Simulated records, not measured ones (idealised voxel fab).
Presented below is a process module, voxel released beams.
FYI the section here is cut, 250 nm wide, cells are 5 nm squares.
In what follows, cross-sections appear as grids of square cells, described through bands that run from the top down, where every band is one or more rows of cells.
The entry gives the band's vertical extent as a top height and a bottom height in nm, then its horizontal make-up as materials from left to right, each with a width in nm. "empty" stands for empty space; a single material marked "all across" fills the band edge to edge.
Zero point of the height axis is 0; under it, received wafer = one material. Lowest band: continues down indefinitely, "0 and below".
Graded width ("30->40"): value in top row of band = first number; value in bottom row = second number; row-to-row change constant.
Where the words "no modification" appear for a step, the cross-section shows no cell changed by that step; every cell remained as before.
"Enclosed empty spaces": sealed empty spaces, 8 cells or more, no open way to top, listed width x height at distance, with distance from the left edge and width, height and distance in nm.
Whatever follows a step's settings on its line is a remark the simulator itself makes about that step.
overlay nm, on a step with a mask: how far to the right of its planned place the mask lay; to the left if negative
Note: before/after cross-section pairs follow, one process step per pair, after-side truncated at the lowest changed band, step and settings given beneath. Different runs of this module on the same starting wafer may supply the pairs; a pair continues the one above only where the "Pre-step" entry says so.

## Pre-step
> 0 and below = Si all across
> Enclosed empty spaces: none

## Post-Step Appearance
> 10 down to 0 = Al2O3 all across
> Heights below 0 show no change.
> Enclosed empty spaces: none
Which operation lies between the before and after views above? CONFORMAL_DEP, material Al2O3, thk nm 10

Pre-step: equal to the after panel directly above.

## Post-Step Appearance
> 25 down to 10 = SiO2 all across
> Heights below 10 show no change.
> Enclosed empty spaces: none
Which operation lies between the before and after views above? DIRECTIONAL_DEP, material SiO2, thk nm 15

Pre-step: equal to the after panel directly above.

## Post-Step Appearance
> 40 down to 25 = aC all across
> Heights below 25 show no change.
> Enclosed empty spaces: none
Which operation lies between the before and after views above? DIRECTIONAL_DEP, material aC, thk nm 15

Pre-step: equal to the after panel directly above.

## Post-Step Appearance
> 75 down to 40 = resist=80, empty=35, resist=135
> Heights below 40 show no change.
> Enclosed empty spaces: none
Which operation lies between the before and after views above? PATTERN, tone open, mask id ANCHOR, material resist, width nm 35, thk nm 35, overlay nm 0

Pre-step: equal to the after panel directly above.

## Post-Step Appearance
> 60 down to 40 = resist=80, empty=35, resist=135
> 40 down to 25 = aC=80, empty=35, aC=135
> Heights below 25 show no change.
> Enclosed empty spaces: none
Which operation lies between the before and after views above? DIRECTIONAL_ETCH, etch materials aC, depth nm 15

Pre-step: equal to the after panel directly above.

## Post-Step Appearance
> 40 down to 25 = aC=80, empty=35, aC=135
> Heights below 25 show no change.
> Enclosed empty spaces: none
Which operation lies between the before and after views above? STRIP, etch materials resist

Pre-step: equal to the after panel directly above.

## Post-Step Appearance
> 40 down to 25 = aC=80, empty=35, aC=135
> 25 down to 10 = SiO2=80, empty=35, SiO2=135
> Heights below 10 show no change.
> Enclosed empty spaces: none
Which operation lies between the before and after views above? DIRECTIONAL_ETCH, etch materials SiO2, depth nm 15

Pre-step: equal to the after panel directly above.

## Post-Step Appearance
> 25 down to 10 = SiO2=80, empty=35, SiO2=135
> Heights below 10 show no change.
> Enclosed empty spaces: none
Which operation lies between the before and after views above? STRIP, etch materials aC

Pre-step: equal to the after panel directly above.

## Post-Step Appearance
> 35 down to 25 = W=90, empty=15, W=145
> 25 down to 20 = SiO2=80, W=10, empty=15, W=10, SiO2=135
> 20 down to 10 = SiO2=80, W=35, SiO2=135
> Heights below 10 show no change.
> Enclosed empty spaces: none
Which operation lies between the before and after views above? CONFORMAL_DEP, material W, thk nm 10

Pre-step: equal to the after panel directly above.

## Post-Step Appearance
> 45 down to 35 = aC=90, empty=15, aC=145
> 35 down to 30 = W=90, empty=15, W=145
> 30 down to 25 = W=90, aC=15, W=145
> 25 down to 20 = SiO2=80, W=10, aC=15, W=10, SiO2=135
> Heights below 20 show no change.
> Enclosed empty spaces: none
Which operation lies between the before and after views above? DIRECTIONAL_DEP, material aC, thk nm 10

Pre-step: equal to the after panel directly above.

## Post-Step Appearance
> 70 down to 45 = empty=75, resist=95, empty=80
> 45 down to 35 = aC=90, resist=15, aC=145
> 35 down to 30 = W=90, resist=15, W=145
> Heights below 30 show no change.
> Enclosed empty spaces: none
Which operation lies between the before and after views above? PATTERN, tone cover, mask id BEAM, material resist, width nm 95, thk nm 25, overlay nm 0

Pre-step: equal to the after panel directly above.

## Post-Step Appearance
> 60 down to 45 = empty=75, resist=95, empty=80
> 45 down to 35 = empty=75, aC=15, resist=15, aC=65, empty=80
> Heights below 35 show no change.
> Enclosed empty spaces: none
Which operation lies between the before and after views above? DIRECTIONAL_ETCH, etch materials aC, depth nm 10

Pre-step: equal to the after panel directly above.

## Post-Step Appearance
> 45 down to 35 = empty=75, aC=15, empty=15, aC=65, empty=80
> 35 down to 30 = W=90, empty=15, W=145
> Heights below 30 show no change.
> Enclosed empty spaces: none
Which operation lies between the before and after views above? STRIP, etch materials resist

Pre-step: equal to the after panel directly above.

## Post-Step Appearance
> 45 down to 35 = empty=75, aC=15, empty=15, aC=65, empty=80
> 35 down to 30 = empty=75, W=15, empty=15, W=65, empty=80
> 30 down to 25 = empty=75, W=15, aC=15, W=65, empty=80
> Heights below 25 show no change.
> Enclosed empty spaces: none
Which operation lies between the before and after views above? DIRECTIONAL_ETCH, etch materials W, depth nm 10

Pre-step: equal to the after panel directly above.

## Post-Step Appearance
> 35 down to 25 = empty=75, W=15, empty=15, W=65, empty=80
> 25 down to 20 = SiO2=80, W=10, empty=15, W=10, SiO2=135
> Heights below 20 show no change.
> Enclosed empty spaces: none
Which operation lies between the before and after views above? STRIP, etch materials aC

Pre-step: equal to the after panel directly above.

## Post-Step Appearance
> 35 down to 25 = empty=75, W=15, empty=15, W=65, empty=80
> 25 down to 20 = empty=80, W=10, empty=15, W=10, empty=135
> 20 down to 10 = empty=80, W=35, empty=135
> Heights below 10 show no change.
> Enclosed empty spaces: none
Which operation lies between the before and after views above? STRIP, etch materials SiO2

## Pre-step
> 0 and below = Si all across
> Enclosed empty spaces: none

## Post-Step Appearance
> 15 down to 0 = SiO2 all across
> Heights below 0 show no change.
> Enclosed empty spaces: none
Which operation lies between the before and after views above? DIRECTIONAL_DEP, material SiO2, thk nm 15

Pre-step: equal to the after panel directly above.

## Post-Step Appearance
> 30 down to 15 = aC all across
> Heights below 15 show no change.
> Enclosed empty spaces: none
Which operation lies between the before and after views above? DIRECTIONAL_DEP, material aC, thk nm 15

Pre-step: equal to the after panel directly above.

## Post-Step Appearance
> 65 down to 30 = resist=80, empty=35, resist=135
> Heights below 30 show no change.
> Enclosed empty spaces: none
Which operation lies between the before and after views above? PATTERN, tone open, mask id ANCHOR, material resist, width nm 35, thk nm 35, overlay nm 0

Pre-step: equal to the after panel directly above.

## Post-Step Appearance
> 50 down to 30 = resist=80, empty=35, resist=135
> 30 down to 15 = aC=80, empty=35, aC=135
> Heights below 15 show no change.
> Enclosed empty spaces: none
Which operation lies between the before and after views above? DIRECTIONAL_ETCH, etch materials aC, depth nm 15

Pre-step: equal to the after panel directly above.

## Post-Step Appearance
> 30 down to 15 = aC=80, empty=35, aC=135
> Heights below 15 show no change.
> Enclosed empty spaces: none
Which operation lies between the before and after views above? STRIP, etch materials resist

Pre-step: equal to the after panel directly above.

## Post-Step Appearance
> 30 down to 15 = aC=80, empty=35, aC=135
> 15 down to 0 = SiO2=80, empty=35, SiO2=135
> Heights below 0 show no change.
> Enclosed empty spaces: none
Which operation lies between the before and after views above? DIRECTIONAL_ETCH, etch materials SiO2, depth nm 15

Pre-step: equal to the after panel directly above.

## Post-Step Appearance
> 15 down to 0 = SiO2=80, empty=35, SiO2=135
> Heights below 0 show no change.
> Enclosed empty spaces: none
Which operation lies between the before and after views above? STRIP, etch materials aC

Pre-step: equal to the after panel directly above.

## Post-Step Appearance
> 25 down to 15 = W=90, empty=15, W=145
> 15 down to 10 = SiO2=80, W=10, empty=15, W=10, SiO2=135
> 10 down to 0 = SiO2=80, W=35, SiO2=135
> Heights below 0 show no change.
> Enclosed empty spaces: none
Which operation lies between the before and after views above? CONFORMAL_DEP, material W, thk nm 10

Pre-step: equal to the after panel directly above.

## Post-Step Appearance
> 35 down to 25 = aC=90, empty=15, aC=145
> 25 down to 20 = W=90, empty=15, W=145
> 20 down to 15 = W=90, aC=15, W=145
> 15 down to 10 = SiO2=80, W=10, aC=15, W=10, SiO2=135
> Heights below 10 show no change.
> Enclosed empty spaces: none
Which operation lies between the before and after views above? DIRECTIONAL_DEP, material aC, thk nm 10

Pre-step: equal to the after panel directly above.

## Post-Step Appearance
> 60 down to 35 = empty=75, resist=95, empty=80
> 35 down to 25 = aC=90, resist=15, aC=145
> 25 down to 20 = W=90, resist=15, W=145
> Heights below 20 show no change.
> Enclosed empty spaces: none
Which operation lies between the before and after views above? PATTERN, tone cover, mask id BEAM, material resist, width nm 95, thk nm 25, overlay nm 0

Pre-step: equal to the after panel directly above.

## Post-Step Appearance
> 50 down to 35 = empty=75, resist=95, empty=80
> 35 down to 25 = empty=75, aC=15, resist=15, aC=65, empty=80
> Heights below 25 show no change.
> Enclosed empty spaces: none
Which operation lies between the before and after views above? DIRECTIONAL_ETCH, etch materials aC, depth nm 10

Pre-step: equal to the after panel directly above.

## Post-Step Appearance
> 35 down to 25 = empty=75, aC=15, empty=15, aC=65, empty=80
> 25 down to 20 = W=90, empty=15, W=145
> Heights below 20 show no change.
> Enclosed empty spaces: none
Which operation lies between the before and after views above? STRIP, etch materials resist

Pre-step: equal to the after panel directly above.

## Post-Step Appearance
> 35 down to 25 = empty=75, aC=15, empty=15, aC=65, empty=80
> 25 down to 20 = empty=75, W=15, empty=15, W=65, empty=80
> 20 down to 15 = empty=75, W=15, aC=15, W=65, empty=80
> Heights below 15 show no change.
> Enclosed empty spaces: none
Which operation lies between the before and after views above? DIRECTIONAL_ETCH, etch materials W, depth nm 10

Pre-step: equal to the after panel directly above.

## Post-Step Appearance
> 25 down to 15 = empty=75, W=15, empty=15, W=65, empty=80
> 15 down to 10 = SiO2=80, W=10, empty=15, W=10, SiO2=135
> Heights below 10 show no change.
> Enclosed empty spaces: none
Which operation lies between the before and after views above? STRIP, etch materials aC

Pre-step: equal to the after panel directly above.

## Post-Step Appearance
> 25 down to 15 = empty=75, W=15, empty=15, W=65, empty=80
> 15 down to 10 = empty=80, W=10, empty=15, W=10, empty=135
> 10 down to 0 = empty=80, W=35, empty=135
> Heights below 0 show no change.
> Enclosed empty spaces: none
Which operation lies between the before and after views above? STRIP, etch materials SiO2

## Pre-step
> 60 down to 40 = resist=80, empty=35, resist=135
> 40 down to 25 = aC=80, empty=35, aC=135
> 25 down to 10 = SiO2 all across
> 10 down to 0 = Al2O3 all across
> 0 and below = Si all across
> Enclosed empty spaces: none

## Post-Step Appearance
> 45 down to 40 = resist=80, empty=35, resist=135
> Heights below 40 show no change.
> Enclosed empty spaces: none
Which operation lies between the before and after views above? DIRECTIONAL_ETCH, etch materials aC, depth nm 15

Pre-step: equal to the after panel directly above.

## Post-Step Appearance
> 40 down to 25 = aC=80, empty=35, aC=135
> Heights below 25 show no change.
> Enclosed empty spaces: none
Which operation lies between the before and after views above? STRIP, etch materials resist

## Pre-step
> 15 down to 0 = SiO2 all across
> 0 and below = Si all across
> Enclosed empty spaces: none

## Post-Step Appearance
> 25 down to 15 = Al2O3 all across
> Heights below 15 show no change.
> Enclosed empty spaces: none
Which operation lies between the before and after views above? CONFORMAL_DEP, material Al2O3, thk nm 10

Pre-step: equal to the after panel directly above.

## Post-Step Appearance
> 40 down to 25 = aC all across
> Heights below 25 show no change.
> Enclosed empty spaces: none
Which operation lies between the before and after views above? DIRECTIONAL_DEP, material aC, thk nm 15

Pre-step: equal to the after panel directly above.

## Post-Step Appearance
> 75 down to 40 = resist=80, empty=35, resist=135
> Heights below 40 show no change.
> Enclosed empty spaces: none
Which operation lies between the before and after views above? PATTERN, tone open, mask id ANCHOR, material resist, width nm 35, thk nm 35, overlay nm 0

Pre-step: equal to the after panel directly above.

## Post-Step Appearance
> 60 down to 40 = resist=80, empty=35, resist=135
> 40 down to 25 = aC=80, empty=35, aC=135
> Heights below 25 show no change.
> Enclosed empty spaces: none
Which operation lies between the before and after views above? DIRECTIONAL_ETCH, etch materials aC, depth nm 15

Pre-step: equal to the after panel directly above.

## Post-Step Appearance
> 40 down to 25 = aC=80, empty=35, aC=135
> Heights below 25 show no change.
> Enclosed empty spaces: none
Which operation lies between the before and after views above? STRIP, etch materials resist

Pre-step: equal to the after panel directly above.

## Post-Step Appearance
> 25 down to 15 = Al2O3 all across
> Heights below 15 show no change.
> Enclosed empty spaces: none
Which operation lies between the before and after views above? STRIP, etch materials aC

Pre-step: equal to the after panel directly above.

## Post-Step Appearance
> 35 down to 25 = W all across
> Heights below 25 show no change.
> Enclosed empty spaces: none
Which operation lies between the before and after views above? CONFORMAL_DEP, material W, thk nm 10

Pre-step: equal to the after panel directly above.

## Post-Step Appearance
> 45 down to 35 = aC all across
> Heights below 35 show no change.
> Enclosed empty spaces: none
Which operation lies between the before and after views above? DIRECTIONAL_DEP, material aC, thk nm 10

Pre-step: equal to the after panel directly above.

## Post-Step Appearance
> 70 down to 45 = empty=75, resist=95, empty=80
> Heights below 45 show no change.
> Enclosed empty spaces: none
Which operation lies between the before and after views above? PATTERN, tone cover, mask id BEAM, material resist, width nm 95, thk nm 25, overlay nm 0

Pre-step: equal to the after panel directly above.

## Post-Step Appearance
> 60 down to 45 = empty=75, resist=95, empty=80
> 45 down to 35 = empty=75, aC=95, empty=80
> Heights below 35 show no change.
> Enclosed empty spaces: none
Which operation lies between the before and after views above? DIRECTIONAL_ETCH, etch materials aC, depth nm 10

Pre-step: equal to the after panel directly above.

## Post-Step Appearance
> 45 down to 35 = empty=75, aC=95, empty=80
> Heights below 35 show no change.
> Enclosed empty spaces: none
Which operation lies between the before and after views above? STRIP, etch materials resist

Pre-step: equal to the after panel directly above.

## Post-Step Appearance
> 45 down to 35 = empty=75, aC=95, empty=80
> 35 down to 25 = empty=75, W=95, empty=80
> Heights below 25 show no change.
> Enclosed empty spaces: none
Which operation lies between the before and after views above? DIRECTIONAL_ETCH, etch materials W, depth nm 10

Pre-step: equal to the after panel directly above.

## Post-Step Appearance
> 35 down to 25 = empty=75, W=95, empty=80
> Heights below 25 show no change.
> Enclosed empty spaces: none
Which operation lies between the before and after views above? STRIP, etch materials aC

## Pre-step
> 25 down to 10 = SiO2=80, empty=35, SiO2=135
> 10 down to 0 = Al2O3 all across
> 0 and below = Si all across
> Enclosed empty spaces: none

## Post-Step Appearance
> 40 down to 25 = W=95, empty=5, W=150
> 25 down to 10 = SiO2=80, W=35, SiO2=135
> Heights below 10 show no change.
> Enclosed empty spaces: none
Which operation lies between the before and after views above? CONFORMAL_DEP, material W, thk nm 15

Pre-step: equal to the after panel directly above.

## Post-Step Appearance
> 50 down to 40 = aC=95, empty=5, aC=150
> 40 down to 35 = W=95, empty=5, W=150
> 35 down to 25 = W=95, aC=5, W=150
> Heights below 25 show no change.
> Enclosed empty spaces: none
Which operation lies between the before and after views above? DIRECTIONAL_DEP, material aC, thk nm 10

Pre-step: equal to the after panel directly above.

## Post-Step Appearance
> 75 down to 50 = empty=75, resist=95, empty=80
> 50 down to 40 = aC=95, resist=5, aC=150
> 40 down to 35 = W=95, resist=5, W=150
> Heights below 35 show no change.
> Enclosed empty spaces: none
Which operation lies between the before and after views above? PATTERN, tone cover, mask id BEAM, material resist, width nm 95, thk nm 25, overlay nm 0

Pre-step: equal to the after panel directly above.

## Post-Step Appearance
> 65 down to 50 = empty=75, resist=95, empty=80
> 50 down to 40 = empty=75, aC=20, resist=5, aC=70, empty=80
> Heights below 40 show no change.
> Enclosed empty spaces: none
Which operation lies between the before and after views above? DIRECTIONAL_ETCH, etch materials aC, depth nm 10

Pre-step: equal to the after panel directly above.

## Post-Step Appearance
> 50 down to 40 = empty=75, aC=20, empty=5, aC=70, empty=80
> 40 down to 35 = W=95, empty=5, W=150
> Heights below 35 show no change.
> Enclosed empty spaces: none
Which operation lies between the before and after views above? STRIP, etch materials resist

Pre-step: equal to the after panel directly above.

## Post-Step Appearance
> 50 down to 40 = empty=75, aC=20, empty=5, aC=70, empty=80
> 40 down to 35 = empty=75, W=20, empty=5, W=70, empty=80
> 35 down to 30 = empty=75, W=20, aC=5, W=70, empty=80
> Heights below 30 show no change.
> Enclosed empty spaces: none
Which operation lies between the before and after views above? DIRECTIONAL_ETCH, etch materials W, depth nm 10

Pre-step: equal to the after panel directly above.

## Post-Step Appearance
> 40 down to 30 = empty=75, W=20, empty=5, W=70, empty=80
> 30 down to 25 = W=95, empty=5, W=150
> Heights below 25 show no change.
> Enclosed empty spaces: none
Which operation lies between the before and after views above? STRIP, etch materials aC

## Pre-step
> 40 down to 25 = aC all across
> 25 down to 10 = SiO2 all across
> 10 down to 0 = Al2O3 all across
> 0 and below = Si all across
> Enclosed empty spaces: none

## Post-Step Appearance
> 75 down to 40 = resist=75, empty=45, resist=130
> Heights below 40 show no change.
> Enclosed empty spaces: none
Which operation lies between the before and after views above? PATTERN, tone open, mask id ANCHOR, material resist, width nm 45, thk nm 35, overlay nm 0

Pre-step: equal to the after panel directly above.

## Post-Step Appearance
> 60 down to 40 = resist=75, empty=45, resist=130
> 40 down to 25 = aC=75, empty=45, aC=130
> Heights below 25 show no change.
> Enclosed empty spaces: none
Which operation lies between the before and after views above? DIRECTIONAL_ETCH, etch materials aC, depth nm 15

Pre-step: equal to the after panel directly above.

## Post-Step Appearance
> 40 down to 25 = aC=75, empty=45, aC=130
> Heights below 25 show no change.
> Enclosed empty spaces: none
Which operation lies between the before and after views above? STRIP, etch materials resist

Pre-step: equal to the after panel directly above.

## Post-Step Appearance
> 40 down to 25 = aC=75, empty=45, aC=130
> 25 down to 10 = SiO2=75, empty=45, SiO2=130
> Heights below 10 show no change.
> Enclosed empty spaces: none
Which operation lies between the before and after views above? DIRECTIONAL_ETCH, etch materials SiO2, depth nm 15

Pre-step: equal to the after panel directly above.

## Post-Step Appearance
> 25 down to 10 = SiO2=75, empty=45, SiO2=130
> Heights below 10 show no change.
> Enclosed empty spaces: none
Which operation lies between the before and after views above? STRIP, etch materials aC

Pre-step: equal to the after panel directly above.

## Post-Step Appearance
> 35 down to 25 = W=85, empty=25, W=140
> 25 down to 20 = SiO2=75, W=10, empty=25, W=10, SiO2=130
> 20 down to 10 = SiO2=75, W=45, SiO2=130
> Heights below 10 show no change.
> Enclosed empty spaces: none
Which operation lies between the before and after views above? CONFORMAL_DEP, material W, thk nm 10

Pre-step: equal to the after panel directly above.

## Post-Step Appearance
> 45 down to 35 = aC=85, empty=25, aC=140
> 35 down to 30 = W=85, empty=25, W=140
> 30 down to 25 = W=85, aC=25, W=140
> 25 down to 20 = SiO2=75, W=10, aC=25, W=10, SiO2=130
> Heights below 20 show no change.
> Enclosed empty spaces: none
Which operation lies between the before and after views above? DIRECTIONAL_DEP, material aC, thk nm 10

Pre-step: equal to the after panel directly above.

## Post-Step Appearance
> 70 down to 45 = empty=75, resist=95, empty=80
> 45 down to 35 = aC=85, resist=25, aC=140
> 35 down to 30 = W=85, resist=25, W=140
> Heights below 30 show no change.
> Enclosed empty spaces: none
Which operation lies between the before and after views above? PATTERN, tone cover, mask id BEAM, material resist, width nm 95, thk nm 25, overlay nm 0

Pre-step: equal to the after panel directly above.

## Post-Step Appearance
> 60 down to 45 = empty=75, resist=95, empty=80
> 45 down to 35 = empty=75, aC=10, resist=25, aC=60, empty=80
> Heights below 35 show no change.
> Enclosed empty spaces: none
Which operation lies between the before and after views above? DIRECTIONAL_ETCH, etch materials aC, depth nm 10

Pre-step: equal to the after panel directly above.

## Post-Step Appearance
> 45 down to 35 = empty=75, aC=10, empty=25, aC=60, empty=80
> 35 down to 30 = W=85, empty=25, W=140
> Heights below 30 show no change.
> Enclosed empty spaces: none
Which operation lies between the before and after views above? STRIP, etch materials resist

Pre-step: equal to the after panel directly above.

## Post-Step Appearance
> 45 down to 35 = empty=75, aC=10, empty=25, aC=60, empty=80
> 35 down to 30 = empty=75, W=10, empty=25, W=60, empty=80
> 30 down to 25 = empty=75, W=10, aC=25, W=60, empty=80
> Heights below 25 show no change.
> Enclosed empty spaces: none
Which operation lies between the before and after views above? DIRECTIONAL_ETCH, etch materials W, depth nm 10

Pre-step: equal to the after panel directly above.

## Post-Step Appearance
> 35 down to 25 = empty=75, W=10, empty=25, W=60, empty=80
> 25 down to 20 = SiO2=75, W=10, empty=25, W=10, SiO2=130
> Heights below 20 show no change.
> Enclosed empty spaces: none
Which operation lies between the before and after views above? STRIP, etch materials aC

Pre-step: equal to the after panel directly above.

## Post-Step Appearance
> 35 down to 25 = empty=75, W=10, empty=25, W=60, empty=80
> 25 down to 20 = empty=75, W=10, empty=25, W=10, empty=130
> 20 down to 10 = empty=75, W=45, empty=130
> Heights below 10 show no change.
> Enclosed empty spaces: none
Which operation lies between the before and after views above? STRIP, etch materials SiO2

## Pre-step
> 40 down to 25 = aC all across
> 25 down to 10 = SiO2 all across
> 10 down to 0 = Al2O3 all across
> 0 and below = Si all across
> Enclosed empty spaces: none

## Post-Step Appearance
> 75 down to 40 = resist=75, empty=35, resist=140
> Heights below 40 show no change.
> Enclosed empty spaces: none
Which operation lies between the before and after views above? PATTERN, tone open, mask id ANCHOR, material resist, width nm 35, thk nm 35, overlay nm -5

Pre-step: equal to the after panel directly above.

## Post-Step Appearance
> 60 down to 40 = resist=75, empty=35, resist=140
> 40 down to 25 = aC=75, empty=35, aC=140
> Heights below 25 show no change.
> Enclosed empty spaces: none
Which operation lies between the before and after views above? DIRECTIONAL_ETCH, etch materials aC, depth nm 15

Pre-step: equal to the after panel directly above.

## Post-Step Appearance
> 40 down to 25 = aC=75, empty=35, aC=140
> Heights below 25 show no change.
> Enclosed empty spaces: none
Which operation lies between the before and after views above? STRIP, etch materials resist

Pre-step: equal to the after panel directly above.

## Post-Step Appearance
> 40 down to 25 = aC=75, empty=35, aC=140
> 25 down to 10 = SiO2=75, empty=35, SiO2=140
> Heights below 10 show no change.
> Enclosed empty spaces: none
Which operation lies between the before and after views above? DIRECTIONAL_ETCH, etch materials SiO2, depth nm 15

Pre-step: equal to the after panel directly above.

## Post-Step Appearance
> 25 down to 10 = SiO2=75, empty=35, SiO2=140
> Heights below 10 show no change.
> Enclosed empty spaces: none
Which operation lies between the before and after views above? STRIP, etch materials aC

Pre-step: equal to the after panel directly above.

## Post-Step Appearance
> 35 down to 25 = W=85, empty=15, W=150
> 25 down to 20 = SiO2=75, W=10, empty=15, W=10, SiO2=140
> 20 down to 10 = SiO2=75, W=35, SiO2=140
> Heights below 10 show no change.
> Enclosed empty spaces: none
Which operation lies between the before and after views above? CONFORMAL_DEP, material W, thk nm 10

Pre-step: equal to the after panel directly above.

## Post-Step Appearance
> 45 down to 35 = aC=85, empty=15, aC=150
> 35 down to 30 = W=85, empty=15, W=150
> 30 down to 25 = W=85, aC=15, W=150
> 25 down to 20 = SiO2=75, W=10, aC=15, W=10, SiO2=140
> Heights below 20 show no change.
> Enclosed empty spaces: none
Which operation lies between the before and after views above? DIRECTIONAL_DEP, material aC, thk nm 10

Pre-step: equal to the after panel directly above.

## Post-Step Appearance
> 70 down to 45 = empty=75, resist=95, empty=80
> 45 down to 35 = aC=85, resist=15, aC=150
> 35 down to 30 = W=85, resist=15, W=150
> Heights below 30 show no change.
> Enclosed empty spaces: none
Which operation lies between the before and after views above? PATTERN, tone cover, mask id BEAM, material resist, width nm 95, thk nm 25, overlay nm 0

Pre-step: equal to the after panel directly above.

## Post-Step Appearance
> 60 down to 45 = empty=75, resist=95, empty=80
> 45 down to 35 = empty=75, aC=10, resist=15, aC=70, empty=80
> Heights below 35 show no change.
> Enclosed empty spaces: none
Which operation lies between the before and after views above? DIRECTIONAL_ETCH, etch materials aC, depth nm 10

Pre-step: equal to the after panel directly above.

## Post-Step Appearance
> 45 down to 35 = empty=75, aC=10, empty=15, aC=70, empty=80
> 35 down to 30 = W=85, empty=15, W=150
> Heights below 30 show no change.
> Enclosed empty spaces: none
Which operation lies between the before and after views above? STRIP, etch materials resist

Pre-step: equal to the after panel directly above.

## Post-Step Appearance
> 45 down to 35 = empty=75, aC=10, empty=15, aC=70, empty=80
> 35 down to 30 = empty=75, W=10, empty=15, W=70, empty=80
> 30 down to 25 = empty=75, W=10, aC=15, W=70, empty=80
> Heights below 25 show no change.
> Enclosed empty spaces: none
Which operation lies between the before and after views above? DIRECTIONAL_ETCH, etch materials W, depth nm 10

Pre-step: equal to the after panel directly above.

## Post-Step Appearance
> 35 down to 25 = empty=75, W=10, empty=15, W=70, empty=80
> 25 down to 20 = SiO2=75, W=10, empty=15, W=10, SiO2=140
> Heights below 20 show no change.
> Enclosed empty spaces: none
Which operation lies between the before and after views above? STRIP, etch materials aC

Pre-step: equal to the after panel directly above.

## Post-Step Appearance
> 35 down to 25 = empty=75, W=10, empty=15, W=70, empty=80
> 25 down to 20 = empty=75, W=10, empty=15, W=10, empty=140
> 20 down to 10 = empty=75, W=35, empty=140
> Heights below 10 show no change.
> Enclosed empty spaces: none
Which operation lies between the before and after views above? STRIP, etch materials SiO2

## Pre-step
> 35 down to 25 = W=90, empty=15, W=145
> 25 down to 20 = SiO2=80, W=10, empty=15, W=10, SiO2=135
> 20 down to 10 = SiO2=80, W=35, SiO2=135
> 10 down to 0 = Al2O3 all across
> 0 and below = Si all across
> Enclosed empty spaces: none

## Post-Step Appearance
> 45 down to 35 = Al2O3=90, empty=15, Al2O3=145
> 35 down to 30 = W=90, empty=15, W=145
> 30 down to 25 = W=90, Al2O3=15, W=145
> 25 down to 20 = SiO2=80, W=10, Al2O3=15, W=10, SiO2=135
> Heights below 20 show no change.
> Enclosed empty spaces: none
Which operation lies between the before and after views above? DIRECTIONAL_DEP, material Al2O3, thk nm 10

Pre-step: equal to the after panel directly above.

## Post-Step Appearance
> 70 down to 45 = empty=75, resist=95, empty=80
> 45 down to 35 = Al2O3=90, resist=15, Al2O3=145
> 35 down to 30 = W=90, resist=15, W=145
> Heights below 30 show no change.
> Enclosed empty spaces: none
Which operation lies between the before and after views above? PATTERN, tone cover, mask id BEAM, material resist, width nm 95, thk nm 25, overlay nm 0

Pre-step: equal to the after panel directly above.

## Post-Step Appearance
> 60 down to 45 = empty=75, resist=95, empty=80
> Heights below 45 show no change.
> Enclosed empty spaces: none
Which operation lies between the before and after views above? DIRECTIONAL_ETCH, etch materials aC, depth nm 10

Pre-step: equal to the after panel directly above.

## Post-Step Appearance
> 45 down to 35 = Al2O3=90, empty=15, Al2O3=145
> 35 down to 30 = W=90, empty=15, W=145
> Heights below 30 show no change.
> Enclosed empty spaces: none
Which operation lies between the before and after views above? STRIP, etch materials resist

## Pre-step
> 40 down to 25 = aC all across
> 25 down to 10 = SiO2 all across
> 10 down to 0 = Al2O3 all across
> 0 and below = Si all across
> Enclosed empty spaces: none

## Post-Step Appearance
> 75 down to 40 = empty=80, resist=35, empty=135
> Heights below 40 show no change.
> Enclosed empty spaces: none
Which operation lies between the before and after views above? PATTERN, tone cover, mask id ANCHOR, material resist, width nm 35, thk nm 35, overlay nm 0

Pre-step: equal to the after panel directly above.

## Post-Step Appearance
> 60 down to 40 = empty=80, resist=35, empty=135
> 40 down to 25 = empty=80, aC=35, empty=135
> Heights below 25 show no change.
> Enclosed empty spaces: none
Which operation lies between the before and after views above? DIRECTIONAL_ETCH, etch materials aC, depth nm 15

Pre-step: equal to the after panel directly above.

## Post-Step Appearance
> 40 down to 25 = empty=80, aC=35, empty=135
> Heights below 25 show no change.
> Enclosed empty spaces: none
Which operation lies between the before and after views above? STRIP, etch materials resist

Pre-step: equal to the after panel directly above.

## Post-Step Appearance
> 40 down to 25 = empty=80, aC=35, empty=135
> 25 down to 10 = empty=80, SiO2=35, empty=135
> Heights below 10 show no change.
> Enclosed empty spaces: none
Which operation lies between the before and after views above? DIRECTIONAL_ETCH, etch materials SiO2, depth nm 15

Pre-step: equal to the after panel directly above.

## Post-Step Appearance
> 25 down to 10 = empty=80, SiO2=35, empty=135
> Heights below 10 show no change.
> Enclosed empty spaces: none
Which operation lies between the before and after views above? STRIP, etch materials aC

Pre-step: equal to the after panel directly above.

## Post-Step Appearance
> 35 down to 25 = empty=70, W=55, empty=125
> 25 down to 20 = empty=70, W=10, SiO2=35, W=10, empty=125
> 20 down to 10 = W=80, SiO2=35, W=135
> Heights below 10 show no change.
> Enclosed empty spaces: none
Which operation lies between the before and after views above? CONFORMAL_DEP, material W, thk nm 10

Pre-step: equal to the after panel directly above.

## Post-Step Appearance
> 45 down to 35 = empty=70, aC=55, empty=125
> 35 down to 30 = empty=70, W=55, empty=125
> 30 down to 25 = aC=70, W=55, aC=125
> 25 down to 20 = aC=70, W=10, SiO2=35, W=10, aC=125
> Heights below 20 show no change.
> Enclosed empty spaces: none
Which operation lies between the before and after views above? DIRECTIONAL_DEP, material aC, thk nm 10

Pre-step: equal to the after panel directly above.

## Post-Step Appearance
> 70 down to 45 = empty=75, resist=95, empty=80
> 45 down to 35 = empty=70, aC=55, resist=45, empty=80
> 35 down to 30 = empty=70, W=55, resist=45, empty=80
> Heights below 30 show no change.
> Enclosed empty spaces: none
Which operation lies between the before and after views above? PATTERN, tone cover, mask id BEAM, material resist, width nm 95, thk nm 25, overlay nm 0

Pre-step: equal to the after panel directly above.

## Post-Step Appearance
> 60 down to 45 = empty=75, resist=95, empty=80
> 45 down to 35 = empty=75, aC=50, resist=45, empty=80
> 35 down to 30 = empty=70, W=55, resist=45, empty=80
> 30 down to 25 = empty=70, W=55, aC=45, empty=80
> 25 down to 20 = empty=70, W=10, SiO2=35, W=10, aC=45, empty=80
> Heights below 20 show no change.
> Enclosed empty spaces: none
Which operation lies between the before and after views above? DIRECTIONAL_ETCH, etch materials aC, depth nm 10

Pre-step: equal to the after panel directly above.

## Post-Step Appearance
> 45 down to 35 = empty=75, aC=50, empty=125
> 35 down to 30 = empty=70, W=55, empty=125
> Heights below 30 show no change.
> Enclosed empty spaces: none
Which operation lies between the before and after views above? STRIP, etch materials resist
